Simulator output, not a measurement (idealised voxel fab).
The following is a process module called voxel trench capacitor.
It is cross-section cut that appears here, measuring 250 nm in width, its square cells being 5 nm in size.
If you're reading a cross-section in this doc, picture square cells in a grid; it comes to you as bands, top ones listed first down to the bottom, and a band can be one or more rows of cells.
Read a band's entry like this: the first values are the height of its top and the height of its bottom in nm, and what follows is the sequence of materials from left to right, each with its width in nm. Note that "empty" is empty space, and that a single material marked "throughout" reaches across the band from edge to edge.
The level at which height equals 0 is the one under which the wafer, as it arrives, is entirely one material. No lower edge exists for the bottom band, which continues downward and is notated as in "0..down".
You'd read "30..40" like this: the band's top row of cells is as wide as the first number, its bottom row is as wide as the second, and going down, every row changes width by the same amount as the row before did.
When a step is marked "same as before", none of the cells in the cross-section changed during that step.
What "Sealed void list" gives you is every empty space of 8 cells or more that is cut off from the top. Each appears as width x height at distance, with the distance taken from the left edge and width, height and distance all in nm.
Past the settings on a step's line: simulator remark, on that step.
Among the settings permitted on a step's line is "overlay nm"; applied to a step with a mask, it specifies the extent to which the mask lay to the right of its planned position, whereas a negative figure signifies a position to the left.
## Intended process steps
1: RECEIVE with material Si
2: CONFORMAL_DEP with material SiN, thk nm 10
3: PATTERN with tone open, mask id TRENCH, material resist, width nm 30, pitch nm 55, thk nm 15, overlay nm 0
4: DIRECTIONAL_ETCH with etch materials SiN, depth nm 10
5: DIRECTIONAL_ETCH with etch materials Si, depth nm 40
6: STRIP with etch materials resist
7: CONFORMAL_DEP with material Al2O3, thk nm 5
8: CONFORMAL_DEP with material TiN, thk nm 5
9: FILL_DEP with material W, thk nm 5
10: CMP with height nm 10
## Wafer cross-section on receipt, i.e. after step 1
	0..down: Si throughout
	Sealed void list: none
## Cross-section, first of two wafers, end of module, run as planned
	10..0: 25 SiN / 5 Al2O3 / 5 TiN / 10 W / 5 TiN / 5 Al2O3 / 25 SiN / 5 Al2O3 / 5 TiN / 10 W / 5 TiN / 5 Al2O3 / 25 SiN / 5 Al2O3 / 5 TiN / 10 W / 5 TiN / 5 Al2O3 / 25 SiN / 5 Al2O3 / 5 TiN / 10 W / 5 TiN / 5 Al2O3 / 30 SiN
	0..-30: 25 Si / 5 Al2O3 / 5 TiN / 10 W / 5 TiN / 5 Al2O3 / 25 Si / 5 Al2O3 / 5 TiN / 10 W / 5 TiN / 5 Al2O3 / 25 Si / 5 Al2O3 / 5 TiN / 10 W / 5 TiN / 5 Al2O3 / 25 Si / 5 Al2O3 / 5 TiN / 10 W / 5 TiN / 5 Al2O3 / 30 Si
	-30..-35: 25 Si / 5 Al2O3 / 20 TiN / 5 Al2O3 / 25 Si / 5 Al2O3 / 20 TiN / 5 Al2O3 / 25 Si / 5 Al2O3 / 20 TiN / 5 Al2O3 / 25 Si / 5 Al2O3 / 20 TiN / 5 Al2O3 / 30 Si
	-35..-40: 25 Si / 30 Al2O3 / 25 Si / 30 Al2O3 / 25 Si / 30 Al2O3 / 25 Si / 30 Al2O3 / 30 Si
	-40..down: Si throughout
	Sealed void list: none
## Second of two wafers, module complete, sectioned: it shares the first wafer's start and plan but was run with one mistake
	10..0: 25 SiN / 5 TiN / 5 Al2O3 / 10 W / 5 Al2O3 / 5 TiN / 25 SiN / 5 TiN / 5 Al2O3 / 10 W / 5 Al2O3 / 5 TiN / 25 SiN / 5 TiN / 5 Al2O3 / 10 W / 5 Al2O3 / 5 TiN / 25 SiN / 5 TiN / 5 Al2O3 / 10 W / 5 Al2O3 / 5 TiN / 30 SiN
	0..-30: 25 Si / 5 TiN / 5 Al2O3 / 10 W / 5 Al2O3 / 5 TiN / 25 Si / 5 TiN / 5 Al2O3 / 10 W / 5 Al2O3 / 5 TiN / 25 Si / 5 TiN / 5 Al2O3 / 10 W / 5 Al2O3 / 5 TiN / 25 Si / 5 TiN / 5 Al2O3 / 10 W / 5 Al2O3 / 5 TiN / 30 Si
	-30..-35: 25 Si / 5 TiN / 20 Al2O3 / 5 TiN / 25 Si / 5 TiN / 20 Al2O3 / 5 TiN / 25 Si / 5 TiN / 20 Al2O3 / 5 TiN / 25 Si / 5 TiN / 20 Al2O3 / 5 TiN / 30 Si
	-35..-40: 25 Si / 30 TiN / 25 Si / 30 TiN / 25 Si / 30 TiN / 25 Si / 30 TiN / 30 Si
	-40..down: Si throughout
	Sealed void list: none
Want to know what went wrong? steps 7 and 8 run out of order (swapped)
at the end the second wafer has, in cells: -16 Al2O3; +16 TiN
